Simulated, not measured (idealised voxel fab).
Process module, titled voxel gate over fins
This is section cut - it's 155 nm across, gridded in 5 nm square cells.
Cross-section, as written here: a square-cell grid given band by band from the top down, where a band holds one or more rows of cells. It is stipulated that each band's entry specify, in nanometres, the height of the top of the band and then that of its bottom, followed by the materials of the band in left-to-right sequence, each together with its width in nanometres. A single material marked by the word "everywhere" is understood to fill the band from edge to edge; the word "empty" is understood to denote empty space. Convention: height 0 is the level below which the wafer, as received, is all one material. The lowest band does not terminate at the bottom but continues downward, represented as "0 -> down". Quick explanation for "30..40": the width changes in equal steps down the rows of cells, from the first number in the band's top row to the second number in its bottom row. Key: "identical to before" - step with no changed cell in the cross-section. Any empty space of 8 cells or more lacking an open way to the top shows up in "Fully enclosed voids" as width x height at distance, distance from the left edge, in nm. Read whatever lies past the settings on a step's line as the simulator's own remark about the step. "overlay nm" answers the question of how far to the right of plan the mask lay on a step that has a mask, and when it is negative the answer is to the left.

Process steps - plan
1) RECEIVE,material Si
2) CONFORMAL_DEP,material SiN,thk nm 10
3) MASKED_ETCH,tone cover,mask id FINS,width nm 15,pitch nm 55,etch materials SiN,depth nm 10,overlay nm 0
4) MASKED_ETCH,tone cover,mask id FINS,width nm 15,pitch nm 55,etch materials Si,depth nm 30,overlay nm 0
5) FILL_DEP,material SiO2,thk nm 10
6) CMP,height nm 10
7) DIRECTIONAL_DEP,material aC,thk nm 10
8) PATTERN,tone open,mask id RAIL,material resist,width nm 15,thk nm 25,overlay nm 0
9) DIRECTIONAL_ETCH,etch materials aC,depth nm 10
10) STRIP,etch materials resist
11) DIRECTIONAL_ETCH,etch materials SiO2,depth nm 35
12) STRIP,etch materials aC
13) CONFORMAL_DEP,material TiN,thk nm 5
14) FILL_DEP,material W,thk nm 5
15) CMP,height nm 10
16) SELECTIVE_ETCH,etch materials W Ru TiN,depth nm 30
17) FILL_DEP,material SiO2,thk nm 5
18) CMP,height nm 10
19) SELECTIVE_ETCH,etch materials SiO2,depth nm 25
20) STRIP,etch materials SiN
21) CONFORMAL_DEP,material HfO2,thk nm 5
22) CONFORMAL_DEP,material TiN,thk nm 5
23) FILL_DEP,material W,thk nm 15
24) CMP,height nm 20
25) CONFORMAL_DEP,material SiCN,thk nm 10

As-received wafer cross-section (after step 1)
0 -> down | Si everywhere
Fully enclosed voids: none

Look at the cross-section after the module: the wafer started out the way shown above and the plan was the one shown above, yet one mistake was made along the way
30 -> 20 | SiCN everywhere
20 -> 10 | W everywhere
10 -> 5 | 30 of W  35 of TiN  20 of W  35 of TiN  35 of W
5 -> 0 | 35 of TiN  25 of HfO2  30 of TiN  25 of HfO2  40 of TiN
0 -> -5 | 40 of HfO2  15 of Si  40 of HfO2  15 of Si  45 of HfO2
-5 -> -20 | 40 of SiO2  15 of Si  40 of SiO2  15 of Si  45 of SiO2
-20 -> -25 | 40 of SiO2  15 of Si  10 of SiO2  15 of TiN  15 of SiO2  15 of Si  45 of SiO2
-25 -> -30 | 40 of SiO2  15 of Si  40 of SiO2  15 of Si  45 of SiO2
-30 -> down | Si everywhere
Fully enclosed voids: none
What went wrong in running the wafer? step 19 off recipe, ran as SELECTIVE_ETCH,etch materials SiO2,depth nm 15
